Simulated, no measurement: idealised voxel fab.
You're looking at the process module voxel transistor to metal.
cross-section cut | 165 nm wide | cells 5 nm
Reading order for cross-sections: top band down to bottom band. Underlying form: a grid of square cells. Band size: one or more rows of cells.
Band: top and bottom heights (nm) first, top before bottom; then materials from left to right, widths in nm. "throughout" marks a sole material filling the band edge to edge. "empty" denotes empty space.
The reference from which all heights are counted is 0, the level beneath which the as-received wafer is entirely one material; the lowest band, having no lower bound, proceeds downward and is written after the example "0..down".
A width given as "30->40" starts at the first number in the band's top row and ends at the second number in its bottom row, shifting by an equal amount at every step from row to row.
The designation "no alteration", where it is given for a processing step, indicates that no cell of the cross-section was altered in the course of that step.
In the "Listed closed voids" entry, you get each enclosed empty space of 8 cells or more, one with no open way to the top, written width x height at distance, distance from the left edge, in nm.
Note: text after step settings on the step line = simulator remark on that step.
Each step line may optionally specify "overlay nm", which for a step with a mask gives the rightward distance between the mask's planned place and where it lay, a negative value indicating the leftward direction.
## plan
1. op RECEIVE | material Si
2. op CONFORMAL_DEP | material SiO2 | thk nm 5
3. op CONFORMAL_DEP | material SiN | thk nm 15
4. op PATTERN | tone cover | mask id ACTIVE | material resist | width nm 95 | thk nm 15 | overlay nm 0
5. op DIRECTIONAL_ETCH | etch materials SiN | depth nm 15
6. op DIRECTIONAL_ETCH | etch materials SiO2 | depth nm 5
7. op DIRECTIONAL_ETCH | etch materials Si | depth nm 35
8. op STRIP | etch materials resist
9. op FILL_DEP | material SiO2 | thk nm 15
10. op CMP | height nm 20
11. op SELECTIVE_ETCH | etch materials SiO2 | depth nm 10
12. op STRIP | etch materials SiN
13. op SELECTIVE_ETCH | etch materials SiO2 | depth nm 5
14. op OXIDIZE | depth nm 5
15. op DIRECTIONAL_DEP | material polySi | thk nm 25
16. op DIRECTIONAL_DEP | material SiCN | thk nm 10
17. op DIRECTIONAL_DEP | material aC | thk nm 15
18. op PATTERN | tone cover | mask id GATE | material resist | width nm 15 | thk nm 30 | overlay nm 0
19. op DIRECTIONAL_ETCH | etch materials aC | depth nm 15
20. op STRIP | etch materials resist
21. op DIRECTIONAL_ETCH | etch materials SiCN | depth nm 20
22. op DIRECTIONAL_ETCH | etch materials polySi | depth nm 35
23. op STRIP | etch materials aC
24. op CONFORMAL_DEP | material SiN | thk nm 10
25. op DIRECTIONAL_ETCH | etch materials SiN | depth nm 10
26. op DIRECTIONAL_ETCH | etch materials SiO2 | depth nm 5
27. op DIRECTIONAL_ETCH | etch materials Si | depth nm 15
28. op EPI | material pSi | thk nm 20
29. op FILL_DEP | material SiO2 | thk nm 5
30. op CMP | height nm 35
31. op DIRECTIONAL_DEP | material SiO2 | thk nm 15
32. op PATTERN | tone open | mask id CONTACT | material resist | width nm 30 | pitch nm 55 | thk nm 15 | overlay nm 0
33. op DIRECTIONAL_ETCH | etch materials SiO2 | depth nm 35
34. op STRIP | etch materials resist
35. op CONFORMAL_DEP | material TiN | thk nm 5
36. op FILL_DEP | material W | thk nm 10
37. op CMP | height nm 50
38. op CONFORMAL_DEP | material SiCN | thk nm 5
39. op DIRECTIONAL_DEP | material SiO2 | thk nm 25
40. op DIRECTIONAL_DEP | material aC | thk nm 10
41. op PATTERN | tone open | mask id METAL_1 | material resist | width nm 20 | pitch nm 65 | thk nm 25 | overlay nm 0
42. op DIRECTIONAL_ETCH | etch materials aC | depth nm 10
43. op STRIP | etch materials resist
44. op DIRECTIONAL_ETCH | etch materials SiO2 | depth nm 25
45. op DIRECTIONAL_ETCH | etch materials SiCN | depth nm 5
46. op STRIP | etch materials aC
47. op CONFORMAL_DEP | material TiN | thk nm 5
48. op FILL_DEP | material Cu | thk nm 5
49. op CMP | height nm 80
50. op CONFORMAL_DEP | material SiCN | thk nm 5
51. op DIRECTIONAL_DEP | material SiO2 | thk nm 30
52. op DIRECTIONAL_DEP | material aC | thk nm 15
53. op PATTERN | tone open | mask id METAL_2 | material resist | width nm 20 | pitch nm 65 | thk nm 35 | overlay nm 0
54. op DIRECTIONAL_ETCH | etch materials aC | depth nm 15
55. op STRIP | etch materials resist
56. op DIRECTIONAL_ETCH | etch materials SiO2 | depth nm 15
57. op STRIP | etch materials aC
58. op MASKED_ETCH | tone open | mask id METAL_2_HOLES | width nm 15 | pitch nm 65 | etch materials SiO2 | depth nm 15 | overlay nm 0
59. op MASKED_ETCH | tone open | mask id METAL_2_HOLES | width nm 15 | pitch nm 65 | etch materials SiCN | depth nm 5 | overlay nm 0
60. op CONFORMAL_DEP | material TiN | thk nm 5
61. op FILL_DEP | material Cu | thk nm 5
62. op CMP | height nm 115
63. op CONFORMAL_DEP | material SiN | thk nm 5
## First wafer out of two, processed as planned
## Cross-section of the wafer at receipt, which is the condition after step 1
> 0..down  Si throughout
> Listed closed voids: none
## Cross-section of the wafer after step 2
> 5..0  SiO2 throughout
> Whatever lies below 0 is exactly as it was before.
## Cross-section of the wafer after step 3
> 20..5  SiN throughout
> Whatever lies below 5 is exactly as it was before.
## Cross-section of the wafer after step 4
> 35..20  35 nm empty / 95 nm resist / 35 nm empty
> Whatever lies below 20 is exactly as it was before.
## Cross-section of the wafer after step 5
> 35..20  35 nm empty / 95 nm resist / 35 nm empty
> 20..5  35 nm empty / 95 nm SiN / 35 nm empty
> Whatever lies below 5 is exactly as it was before.
## Cross-section of the wafer after step 6
> 35..20  35 nm empty / 95 nm resist / 35 nm empty
> 20..5  35 nm empty / 95 nm SiN / 35 nm empty
> 5..0  35 nm empty / 95 nm SiO2 / 35 nm empty
> Whatever lies below 0 is exactly as it was before.
## Cross-section of the wafer after step 7
> 35..20  35 nm empty / 95 nm resist / 35 nm empty
> 20..5  35 nm empty / 95 nm SiN / 35 nm empty
> 5..0  35 nm empty / 95 nm SiO2 / 35 nm empty
> 0..-35  35 nm empty / 95 nm Si / 35 nm empty
> Whatever lies below -35 is exactly as it was before.
## Cross-section of the wafer after step 8
> 20..5  35 nm empty / 95 nm SiN / 35 nm empty
> Whatever lies below 5 is exactly as it was before.
## Cross-section of the wafer after step 9
> 35..20  SiO2 throughout
> 20..5  35 nm SiO2 / 95 nm SiN / 35 nm SiO2
> 5..0  SiO2 throughout
> 0..-35  35 nm SiO2 / 95 nm Si / 35 nm SiO2
> Whatever lies below -35 is exactly as it was before.
## Cross-section of the wafer after step 10
> 20..5  35 nm SiO2 / 95 nm SiN / 35 nm SiO2
> Whatever lies below 5 is exactly as it was before.
## Cross-section of the wafer after step 11
> 20..10  35 nm empty / 95 nm SiN / 35 nm empty
> Whatever lies below 10 is exactly as it was before.
## Cross-section of the wafer after step 12
> 10..5  35 nm SiO2 / 95 nm empty / 35 nm SiO2
> Whatever lies below 5 is exactly as it was before.
## Cross-section of the wafer after step 13
> 5..0  30 nm SiO2 / 105 nm empty / 30 nm SiO2
> Whatever lies below 0 is exactly as it was before.
## Cross-section of the wafer after step 14
> 5..0  30 nm SiO2 / 105 nm empty / 30 nm SiO2
> 0..-5  SiO2 throughout
> Whatever lies below -5 is exactly as it was before.
## Cross-section of the wafer after step 15
> 30..25  30 nm polySi / 105 nm empty / 30 nm polySi
> 25..5  polySi throughout
> 5..0  30 nm SiO2 / 105 nm polySi / 30 nm SiO2
> Whatever lies below 0 is exactly as it was before.
## Cross-section of the wafer after step 16
> 40..35  30 nm SiCN / 105 nm empty / 30 nm SiCN
> 35..30  SiCN throughout
> 30..25  30 nm polySi / 105 nm SiCN / 30 nm polySi
> Whatever lies below 25 is exactly as it was before.
## Cross-section of the wafer after step 17
> 55..50  30 nm aC / 105 nm empty / 30 nm aC
> 50..40  aC throughout
> 40..35  30 nm SiCN / 105 nm aC / 30 nm SiCN
> Whatever lies below 35 is exactly as it was before.
## Cross-section of the wafer after step 18
> 85..55  75 nm empty / 15 nm resist / 75 nm empty
> 55..50  30 nm aC / 45 nm empty / 15 nm resist / 45 nm empty / 30 nm aC
> Whatever lies below 50 is exactly as it was before.
## Cross-section of the wafer after step 19
> 70..50  75 nm empty / 15 nm resist / 75 nm empty
> 50..40  75 nm empty / 15 nm aC / 75 nm empty
> 40..35  30 nm SiCN / 45 nm empty / 15 nm aC / 45 nm empty / 30 nm SiCN
> Whatever lies below 35 is exactly as it was before.
## Cross-section of the wafer after step 20
> 50..40  75 nm empty / 15 nm aC / 75 nm empty
> Whatever lies below 40 is exactly as it was before.
## Cross-section of the wafer after step 21
> 50..35  75 nm empty / 15 nm aC / 75 nm empty
> 35..30  75 nm empty / 15 nm SiCN / 75 nm empty
> 30..25  30 nm polySi / 45 nm empty / 15 nm SiCN / 45 nm empty / 30 nm polySi
> Whatever lies below 25 is exactly as it was before.
## Cross-section of the wafer after step 22
> 50..35  75 nm empty / 15 nm aC / 75 nm empty
> 35..25  75 nm empty / 15 nm SiCN / 75 nm empty
> 25..5  75 nm empty / 15 nm polySi / 75 nm empty
> 5..0  30 nm SiO2 / 45 nm empty / 15 nm polySi / 45 nm empty / 30 nm SiO2
> Whatever lies below 0 is exactly as it was before.
## Cross-section of the wafer after step 23
> 35..25  75 nm empty / 15 nm SiCN / 75 nm empty
> Whatever lies below 25 is exactly as it was before.
## Cross-section of the wafer after step 24
> 45..35  65 nm empty / 35 nm SiN / 65 nm empty
> 35..25  65 nm empty / 10 nm SiN / 15 nm SiCN / 10 nm SiN / 65 nm empty
> 25..15  65 nm empty / 10 nm SiN / 15 nm polySi / 10 nm SiN / 65 nm empty
> 15..10  40 nm SiN / 25 nm empty / 10 nm SiN / 15 nm polySi / 10 nm SiN / 25 nm empty / 40 nm SiN
> 10..5  75 nm SiN / 15 nm polySi / 75 nm SiN
> 5..0  30 nm SiO2 / 45 nm SiN / 15 nm polySi / 45 nm SiN / 30 nm SiO2
> Whatever lies below 0 is exactly as it was before.
## Cross-section of the wafer after step 25
> 35..25  65 nm empty / 10 nm SiN / 15 nm SiCN / 10 nm SiN / 65 nm empty
> 25..5  65 nm empty / 10 nm SiN / 15 nm polySi / 10 nm SiN / 65 nm empty
> 5..0  30 nm SiO2 / 10 nm SiN / 25 nm empty / 10 nm SiN / 15 nm polySi / 10 nm SiN / 25 nm empty / 10 nm SiN / 30 nm SiO2
> Whatever lies below 0 is exactly as it was before.
## Cross-section of the wafer after step 26
> 35..25  65 nm empty / 10 nm SiN / 15 nm SiCN / 10 nm SiN / 65 nm empty
> 25..5  65 nm empty / 10 nm SiN / 15 nm polySi / 10 nm SiN / 65 nm empty
> 5..0  30 nm empty / 10 nm SiN / 25 nm empty / 10 nm SiN / 15 nm polySi / 10 nm SiN / 25 nm empty / 10 nm SiN / 30 nm empty
> 0..-5  40 nm SiO2 / 25 nm empty / 35 nm SiO2 / 25 nm empty / 40 nm SiO2
> Whatever lies below -5 is exactly as it was before.
## Cross-section of the wafer after step 27
> 35..25  65 nm empty / 10 nm SiN / 15 nm SiCN / 10 nm SiN / 65 nm empty
> 25..5  65 nm empty / 10 nm SiN / 15 nm polySi / 10 nm SiN / 65 nm empty
> 5..0  30 nm empty / 10 nm SiN / 25 nm empty / 10 nm SiN / 15 nm polySi / 10 nm SiN / 25 nm empty / 10 nm SiN / 30 nm empty
> 0..-5  40 nm SiO2 / 25 nm empty / 35 nm SiO2 / 25 nm empty / 40 nm SiO2
> -5..-20  35 nm SiO2 / 5 nm Si / 25 nm empty / 35 nm Si / 25 nm empty / 5 nm Si / 35 nm SiO2
> Whatever lies below -20 is exactly as it was before.
## Cross-section of the wafer after step 28
> 35..25  65 nm empty / 10 nm SiN / 15 nm SiCN / 10 nm SiN / 65 nm empty
> 25..15  65 nm empty / 10 nm SiN / 15 nm polySi / 10 nm SiN / 65 nm empty
> 15..5  30 nm empty / 35 nm pSi / 10 nm SiN / 15 nm polySi / 10 nm SiN / 35 nm pSi / 30 nm empty
> 5..0  30 nm empty / 10 nm SiN / 25 nm pSi / 10 nm SiN / 15 nm polySi / 10 nm SiN / 25 nm pSi / 10 nm SiN / 30 nm empty
> 0..-5  40 nm SiO2 / 25 nm pSi / 35 nm SiO2 / 25 nm pSi / 40 nm SiO2
> -5..-20  35 nm SiO2 / 5 nm Si / 25 nm pSi / 35 nm Si / 25 nm pSi / 5 nm Si / 35 nm SiO2
> Whatever lies below -20 is exactly as it was before.
## Cross-section of the wafer after step 29
> 40..35  SiO2 throughout
> 35..25  65 nm SiO2 / 10 nm SiN / 15 nm SiCN / 10 nm SiN / 65 nm SiO2
> 25..15  65 nm SiO2 / 10 nm SiN / 15 nm polySi / 10 nm SiN / 65 nm SiO2
> 15..5  30 nm SiO2 / 35 nm pSi / 10 nm SiN / 15 nm polySi / 10 nm SiN / 35 nm pSi / 30 nm SiO2
> 5..0  30 nm SiO2 / 10 nm SiN / 25 nm pSi / 10 nm SiN / 15 nm polySi / 10 nm SiN / 25 nm pSi / 10 nm SiN / 30 nm SiO2
> Whatever lies below 0 is exactly as it was before.
## Cross-section of the wafer after step 30
> 35..25  65 nm SiO2 / 10 nm SiN / 15 nm SiCN / 10 nm SiN / 65 nm SiO2
> Whatever lies below 25 is exactly as it was before.
## Cross-section of the wafer after step 31
> 50..35  SiO2 throughout
> Whatever lies below 35 is exactly as it was before.
## Cross-section of the wafer after step 32
> 65..50  40 nm resist / 30 nm empty / 25 nm resist / 30 nm empty / 40 nm resist
> Whatever lies below 50 is exactly as it was before.
## Cross-section of the wafer after step 33
> 65..50  40 nm resist / 30 nm empty / 25 nm resist / 30 nm empty / 40 nm resist
> 50..35  40 nm SiO2 / 30 nm empty / 25 nm SiO2 / 30 nm empty / 40 nm SiO2
> 35..25  40 nm SiO2 / 25 nm empty / 10 nm SiN / 15 nm SiCN / 10 nm SiN / 25 nm empty / 40 nm SiO2
> 25..15  40 nm SiO2 / 25 nm empty / 10 nm SiN / 15 nm polySi / 10 nm SiN / 25 nm empty / 40 nm SiO2
> Whatever lies below 15 is exactly as it was before.
## Cross-section of the wafer after step 34
> 50..35  40 nm SiO2 / 30 nm empty / 25 nm SiO2 / 30 nm empty / 40 nm SiO2
> Whatever lies below 35 is exactly as it was before.
## Cross-section of the wafer after step 35
> 55..50  45 nm TiN / 20 nm empty / 35 nm TiN / 20 nm empty / 45 nm TiN
> 50..40  40 nm SiO2 / 5 nm TiN / 20 nm empty / 5 nm TiN / 25 nm SiO2 / 5 nm TiN / 20 nm empty / 5 nm TiN / 40 nm SiO2
> 40..35  40 nm SiO2 / 5 nm TiN / 15 nm empty / 10 nm TiN / 25 nm SiO2 / 10 nm TiN / 15 nm empty / 5 nm TiN / 40 nm SiO2
> 35..25  40 nm SiO2 / 5 nm TiN / 15 nm empty / 5 nm TiN / 10 nm SiN / 15 nm SiCN / 10 nm SiN / 5 nm TiN / 15 nm empty / 5 nm TiN / 40 nm SiO2
> 25..20  40 nm SiO2 / 5 nm TiN / 15 nm empty / 5 nm TiN / 10 nm SiN / 15 nm polySi / 10 nm SiN / 5 nm TiN / 15 nm empty / 5 nm TiN / 40 nm SiO2
> 20..15  40 nm SiO2 / 25 nm TiN / 10 nm SiN / 15 nm polySi / 10 nm SiN / 25 nm TiN / 40 nm SiO2
> Whatever lies below 15 is exactly as it was before.
## Cross-section of the wafer after step 36
> 65..55  W throughout
> 55..50  45 nm TiN / 20 nm W / 35 nm TiN / 20 nm W / 45 nm TiN
> 50..40  40 nm SiO2 / 5 nm TiN / 20 nm W / 5 nm TiN / 25 nm SiO2 / 5 nm TiN / 20 nm W / 5 nm TiN / 40 nm SiO2
> 40..35  40 nm SiO2 / 5 nm TiN / 15 nm W / 10 nm TiN / 25 nm SiO2 / 10 nm TiN / 15 nm W / 5 nm TiN / 40 nm SiO2
> 35..25  40 nm SiO2 / 5 nm TiN / 15 nm W / 5 nm TiN / 10 nm SiN / 15 nm SiCN / 10 nm SiN / 5 nm TiN / 15 nm W / 5 nm TiN / 40 nm SiO2
> 25..20  40 nm SiO2 / 5 nm TiN / 15 nm W / 5 nm TiN / 10 nm SiN / 15 nm polySi / 10 nm SiN / 5 nm TiN / 15 nm W / 5 nm TiN / 40 nm SiO2
> Whatever lies below 20 is exactly as it was before.
## Cross-section of the wafer after step 37
> 50..40  40 nm SiO2 / 5 nm TiN / 20 nm W / 5 nm TiN / 25 nm SiO2 / 5 nm TiN / 20 nm W / 5 nm TiN / 40 nm SiO2
> Whatever lies below 40 is exactly as it was before.
## Cross-section of the wafer after step 38
> 55..50  SiCN throughout
> Whatever lies below 50 is exactly as it was before.
## Cross-section of the wafer after step 39
> 80..55  SiO2 throughout
> Whatever lies below 55 is exactly as it was before.
## Cross-section of the wafer after step 40
> 90..80  aC throughout
> Whatever lies below 80 is exactly as it was before.
## Cross-section of the wafer after step 41
> 115..90  40 nm resist / 20 nm empty / 45 nm resist / 20 nm empty / 40 nm resist
> Whatever lies below 90 is exactly as it was before.
## Cross-section of the wafer after step 42
> 105..90  40 nm resist / 20 nm empty / 45 nm resist / 20 nm empty / 40 nm resist
> 90..80  40 nm aC / 20 nm empty / 45 nm aC / 20 nm empty / 40 nm aC
> Whatever lies below 80 is exactly as it was before.
## Cross-section of the wafer after step 43
> 90..80  40 nm aC / 20 nm empty / 45 nm aC / 20 nm empty / 40 nm aC
> Whatever lies below 80 is exactly as it was before.
## Cross-section of the wafer after step 44
> 90..80  40 nm aC / 20 nm empty / 45 nm aC / 20 nm empty / 40 nm aC
> 80..55  40 nm SiO2 / 20 nm empty / 45 nm SiO2 / 20 nm empty / 40 nm SiO2
> Whatever lies below 55 is exactly as it was before.
## Cross-section of the wafer after step 45
> 90..80  40 nm aC / 20 nm empty / 45 nm aC / 20 nm empty / 40 nm aC
> 80..55  40 nm SiO2 / 20 nm empty / 45 nm SiO2 / 20 nm empty / 40 nm SiO2
> 55..50  40 nm SiCN / 20 nm empty / 45 nm SiCN / 20 nm empty / 40 nm SiCN
> Whatever lies below 50 is exactly as it was before.
## Cross-section of the wafer after step 46
> 80..55  40 nm SiO2 / 20 nm empty / 45 nm SiO2 / 20 nm empty / 40 nm SiO2
> Whatever lies below 55 is exactly as it was before.
## Cross-section of the wafer after step 47
> 85..80  45 nm TiN / 10 nm empty / 55 nm TiN / 10 nm empty / 45 nm TiN
> 80..55  40 nm SiO2 / 5 nm TiN / 10 nm empty / 5 nm TiN / 45 nm SiO2 / 5 nm TiN / 10 nm empty / 5 nm TiN / 40 nm SiO2
> 55..50  40 nm SiCN / 20 nm TiN / 45 nm SiCN / 20 nm TiN / 40 nm SiCN
> Whatever lies below 50 is exactly as it was before.
## Cross-section of the wafer after step 48
> 90..85  Cu throughout
> 85..80  45 nm TiN / 10 nm Cu / 55 nm TiN / 10 nm Cu / 45 nm TiN
> 80..55  40 nm SiO2 / 5 nm TiN / 10 nm Cu / 5 nm TiN / 45 nm SiO2 / 5 nm TiN / 10 nm Cu / 5 nm TiN / 40 nm SiO2
> Whatever lies below 55 is exactly as it was before.
## Cross-section of the wafer after step 49
> 80..55  40 nm SiO2 / 5 nm TiN / 10 nm Cu / 5 nm TiN / 45 nm SiO2 / 5 nm TiN / 10 nm Cu / 5 nm TiN / 40 nm SiO2
> Whatever lies below 55 is exactly as it was before.
## Cross-section of the wafer after step 50
> 85..80  SiCN throughout
> Whatever lies below 80 is exactly as it was before.
## Cross-section of the wafer after step 51
> 115..85  SiO2 throughout
> Whatever lies below 85 is exactly as it was before.
## Cross-section of the wafer after step 52
> 130..115  aC throughout
> Whatever lies below 115 is exactly as it was before.
## Cross-section of the wafer after step 53
> 165..130  40 nm resist / 20 nm empty / 45 nm resist / 20 nm empty / 40 nm resist
> Whatever lies below 130 is exactly as it was before.
## Cross-section of the wafer after step 54
> 150..130  40 nm resist / 20 nm empty / 45 nm resist / 20 nm empty / 40 nm resist
> 130..115  40 nm aC / 20 nm empty / 45 nm aC / 20 nm empty / 40 nm aC
> Whatever lies below 115 is exactly as it was before.
## Cross-section of the wafer after step 55
> 130..115  40 nm aC / 20 nm empty / 45 nm aC / 20 nm empty / 40 nm aC
> Whatever lies below 115 is exactly as it was before.
## Cross-section of the wafer after step 56
> 130..115  40 nm aC / 20 nm empty / 45 nm aC / 20 nm empty / 40 nm aC
> 115..100  40 nm SiO2 / 20 nm empty / 45 nm SiO2 / 20 nm empty / 40 nm SiO2
> Whatever lies below 100 is exactly as it was before.
## Cross-section of the wafer after step 57
> 115..100  40 nm SiO2 / 20 nm empty / 45 nm SiO2 / 20 nm empty / 40 nm SiO2
> Whatever lies below 100 is exactly as it was before.
## Cross-section of the wafer after step 58
> 115..100  40 nm SiO2 / 20 nm empty / 45 nm SiO2 / 20 nm empty / 40 nm SiO2
> 100..85  40 nm SiO2 / 15 nm empty / 50 nm SiO2 / 15 nm empty / 45 nm SiO2
> Whatever lies below 85 is exactly as it was before.
## Cross-section of the wafer after step 59
> 115..100  40 nm SiO2 / 20 nm empty / 45 nm SiO2 / 20 nm empty / 40 nm SiO2
> 100..85  40 nm SiO2 / 15 nm empty / 50 nm SiO2 / 15 nm empty / 45 nm SiO2
> 85..80  40 nm SiCN / 15 nm empty / 50 nm SiCN / 15 nm empty / 45 nm SiCN
> Whatever lies below 80 is exactly as it was before.
## Cross-section of the wafer after step 60
> 120..115  45 nm TiN / 10 nm empty / 55 nm TiN / 10 nm empty / 45 nm TiN
> 115..105  40 nm SiO2 / 5 nm TiN / 10 nm empty / 5 nm TiN / 45 nm SiO2 / 5 nm TiN / 10 nm empty / 5 nm TiN / 40 nm SiO2
> 105..100  40 nm SiO2 / 5 nm TiN / 5 nm empty / 10 nm TiN / 45 nm SiO2 / 5 nm TiN / 5 nm empty / 10 nm TiN / 40 nm SiO2
> 100..85  40 nm SiO2 / 5 nm TiN / 5 nm empty / 5 nm TiN / 50 nm SiO2 / 5 nm TiN / 5 nm empty / 5 nm TiN / 45 nm SiO2
> 85..80  40 nm SiCN / 15 nm TiN / 50 nm SiCN / 15 nm TiN / 45 nm SiCN
> Whatever lies below 80 is exactly as it was before.
## Cross-section of the wafer after step 61
> 125..120  Cu throughout
> 120..115  45 nm TiN / 10 nm Cu / 55 nm TiN / 10 nm Cu / 45 nm TiN
> 115..105  40 nm SiO2 / 5 nm TiN / 10 nm Cu / 5 nm TiN / 45 nm SiO2 / 5 nm TiN / 10 nm Cu / 5 nm TiN / 40 nm SiO2
> 105..100  40 nm SiO2 / 5 nm TiN / 5 nm Cu / 10 nm TiN / 45 nm SiO2 / 5 nm TiN / 5 nm Cu / 10 nm TiN / 40 nm SiO2
> 100..85  40 nm SiO2 / 5 nm TiN / 5 nm Cu / 5 nm TiN / 50 nm SiO2 / 5 nm TiN / 5 nm Cu / 5 nm TiN / 45 nm SiO2
> Whatever lies below 85 is exactly as it was before.
## Cross-section of the wafer after step 62
> 115..105  40 nm SiO2 / 5 nm TiN / 10 nm Cu / 5 nm TiN / 45 nm SiO2 / 5 nm TiN / 10 nm Cu / 5 nm TiN / 40 nm SiO2
> Whatever lies below 105 is exactly as it was before.
## Cross-section of the wafer after step 63
> 120..115  SiN throughout
> Whatever lies below 115 is exactly as it was before.
## Second Wafer (Identical Start and Plan, One Processing Error; Matches First Wafer Through Step 37)
## Second wafer profile in section, at the moment step 38 of the plan was meant to be complete
> 75..50  SiO2 throughout
> Whatever lies below 50 is exactly as it was before.
## Second wafer profile in section, at the moment step 39 of the plan was meant to be complete
> 80..75  SiCN throughout
> Whatever lies below 75 is exactly as it was before.
## Second wafer profile in section, at the moment step 40 of the plan was meant to be complete
> 90..80  aC throughout
> Whatever lies below 80 is exactly as it was before.
## Second wafer profile in section, at the moment step 41 of the plan was meant to be complete
> 115..90  40 nm resist / 20 nm empty / 45 nm resist / 20 nm empty / 40 nm resist
> Whatever lies below 90 is exactly as it was before.
## Second wafer profile in section, at the moment step 42 of the plan was meant to be complete
> 105..90  40 nm resist / 20 nm empty / 45 nm resist / 20 nm empty / 40 nm resist
> 90..80  40 nm aC / 20 nm empty / 45 nm aC / 20 nm empty / 40 nm aC
> Whatever lies below 80 is exactly as it was before.
## Second wafer profile in section, at the moment step 43 of the plan was meant to be complete
> 90..80  40 nm aC / 20 nm empty / 45 nm aC / 20 nm empty / 40 nm aC
> Whatever lies below 80 is exactly as it was before.
Second wafer profile in section, at the moment step 44 of the plan was meant to be complete: no alteration
## Second wafer profile in section, at the moment step 45 of the plan was meant to be complete
> 90..80  40 nm aC / 20 nm empty / 45 nm aC / 20 nm empty / 40 nm aC
> 80..75  40 nm SiCN / 20 nm empty / 45 nm SiCN / 20 nm empty / 40 nm SiCN
> Whatever lies below 75 is exactly as it was before.
## Second wafer profile in section, at the moment step 46 of the plan was meant to be complete
> 80..75  40 nm SiCN / 20 nm empty / 45 nm SiCN / 20 nm empty / 40 nm SiCN
> Whatever lies below 75 is exactly as it was before.
## Second wafer profile in section, at the moment step 47 of the plan was meant to be complete
> 85..80  45 nm TiN / 10 nm empty / 55 nm TiN / 10 nm empty / 45 nm TiN
> 80..75  40 nm SiCN / 20 nm TiN / 45 nm SiCN / 20 nm TiN / 40 nm SiCN
> Whatever lies below 75 is exactly as it was before.
## Second wafer profile in section, at the moment step 48 of the plan was meant to be complete
> 90..85  Cu throughout
> 85..80  45 nm TiN / 10 nm Cu / 55 nm TiN / 10 nm Cu / 45 nm TiN
> Whatever lies below 80 is exactly as it was before.
## Second wafer profile in section, at the moment step 49 of the plan was meant to be complete
> 80..75  40 nm SiCN / 20 nm TiN / 45 nm SiCN / 20 nm TiN / 40 nm SiCN
> Whatever lies below 75 is exactly as it was before.
## Second wafer profile in section, at the moment step 50 of the plan was meant to be complete
> 85..80  SiCN throughout
> Whatever lies below 80 is exactly as it was before.
## Second wafer profile in section, at the moment step 51 of the plan was meant to be complete
> 115..85  SiO2 throughout
> Whatever lies below 85 is exactly as it was before.
## Second wafer profile in section, at the moment step 52 of the plan was meant to be complete
> 130..115  aC throughout
> Whatever lies below 115 is exactly as it was before.
## Second wafer profile in section, at the moment step 53 of the plan was meant to be complete
> 165..130  40 nm resist / 20 nm empty / 45 nm resist / 20 nm empty / 40 nm resist
> Whatever lies below 130 is exactly as it was before.
## Second wafer profile in section, at the moment step 54 of the plan was meant to be complete
> 150..130  40 nm resist / 20 nm empty / 45 nm resist / 20 nm empty / 40 nm resist
> 130..115  40 nm aC / 20 nm empty / 45 nm aC / 20 nm empty / 40 nm aC
> Whatever lies below 115 is exactly as it was before.
## Second wafer profile in section, at the moment step 55 of the plan was meant to be complete
> 130..115  40 nm aC / 20 nm empty / 45 nm aC / 20 nm empty / 40 nm aC
> Whatever lies below 115 is exactly as it was before.
## Second wafer profile in section, at the moment step 56 of the plan was meant to be complete
> 130..115  40 nm aC / 20 nm empty / 45 nm aC / 20 nm empty / 40 nm aC
> 115..100  40 nm SiO2 / 20 nm empty / 45 nm SiO2 / 20 nm empty / 40 nm SiO2
> Whatever lies below 100 is exactly as it was before.
## Second wafer profile in section, at the moment step 57 of the plan was meant to be complete
> 115..100  40 nm SiO2 / 20 nm empty / 45 nm SiO2 / 20 nm empty / 40 nm SiO2
> Whatever lies below 100 is exactly as it was before.
## Second wafer profile in section, at the moment step 58 of the plan was meant to be complete
> 115..100  40 nm SiO2 / 20 nm empty / 45 nm SiO2 / 20 nm empty / 40 nm SiO2
> 100..85  40 nm SiO2 / 15 nm empty / 50 nm SiO2 / 15 nm empty / 45 nm SiO2
> Whatever lies below 85 is exactly as it was before.
## Second wafer profile in section, at the moment step 59 of the plan was meant to be complete
> 115..100  40 nm SiO2 / 20 nm empty / 45 nm SiO2 / 20 nm empty / 40 nm SiO2
> 100..85  40 nm SiO2 / 15 nm empty / 50 nm SiO2 / 15 nm empty / 45 nm SiO2
> 85..80  40 nm SiCN / 15 nm empty / 50 nm SiCN / 15 nm empty / 45 nm SiCN
> Whatever lies below 80 is exactly as it was before.
## Second wafer profile in section, at the moment step 60 of the plan was meant to be complete
> 120..115  45 nm TiN / 10 nm empty / 55 nm TiN / 10 nm empty / 45 nm TiN
> 115..105  40 nm SiO2 / 5 nm TiN / 10 nm empty / 5 nm TiN / 45 nm SiO2 / 5 nm TiN / 10 nm empty / 5 nm TiN / 40 nm SiO2
> 105..100  40 nm SiO2 / 5 nm TiN / 5 nm empty / 10 nm TiN / 45 nm SiO2 / 5 nm TiN / 5 nm empty / 10 nm TiN / 40 nm SiO2
> 100..85  40 nm SiO2 / 5 nm TiN / 5 nm empty / 5 nm TiN / 50 nm SiO2 / 5 nm TiN / 5 nm empty / 5 nm TiN / 45 nm SiO2
> 85..75  40 nm SiCN / 15->20 nm TiN / 50->45 nm SiCN / 15->20 nm TiN / 45->40 nm SiCN
> Whatever lies below 75 is exactly as it was before.
## Second wafer profile in section, at the moment step 61 of the plan was meant to be complete
> 125..120  Cu throughout
> 120..115  45 nm TiN / 10 nm Cu / 55 nm TiN / 10 nm Cu / 45 nm TiN
> 115..105  40 nm SiO2 / 5 nm TiN / 10 nm Cu / 5 nm TiN / 45 nm SiO2 / 5 nm TiN / 10 nm Cu / 5 nm TiN / 40 nm SiO2
> 105..100  40 nm SiO2 / 5 nm TiN / 5 nm Cu / 10 nm TiN / 45 nm SiO2 / 5 nm TiN / 5 nm Cu / 10 nm TiN / 40 nm SiO2
> 100..85  40 nm SiO2 / 5 nm TiN / 5 nm Cu / 5 nm TiN / 50 nm SiO2 / 5 nm TiN / 5 nm Cu / 5 nm TiN / 45 nm SiO2
> Whatever lies below 85 is exactly as it was before.
## Second wafer profile in section, at the moment step 62 of the plan was meant to be complete
> 115..105  40 nm SiO2 / 5 nm TiN / 10 nm Cu / 5 nm TiN / 45 nm SiO2 / 5 nm TiN / 10 nm Cu / 5 nm TiN / 40 nm SiO2
> Whatever lies below 105 is exactly as it was before.
## Second wafer profile in section, at the moment step 63 of the plan was meant to be complete
> 120..115  SiN throughout
> Whatever lies below 115 is exactly as it was before.
Processing error: contrary to the plan, steps 38 and 39 were processed in exchanged order
Heads up, by the end the second wafer has more or fewer cells of some materials compared to the first: Cu: 20 fewer | SiO2: 40 more | TiN: 20 fewer
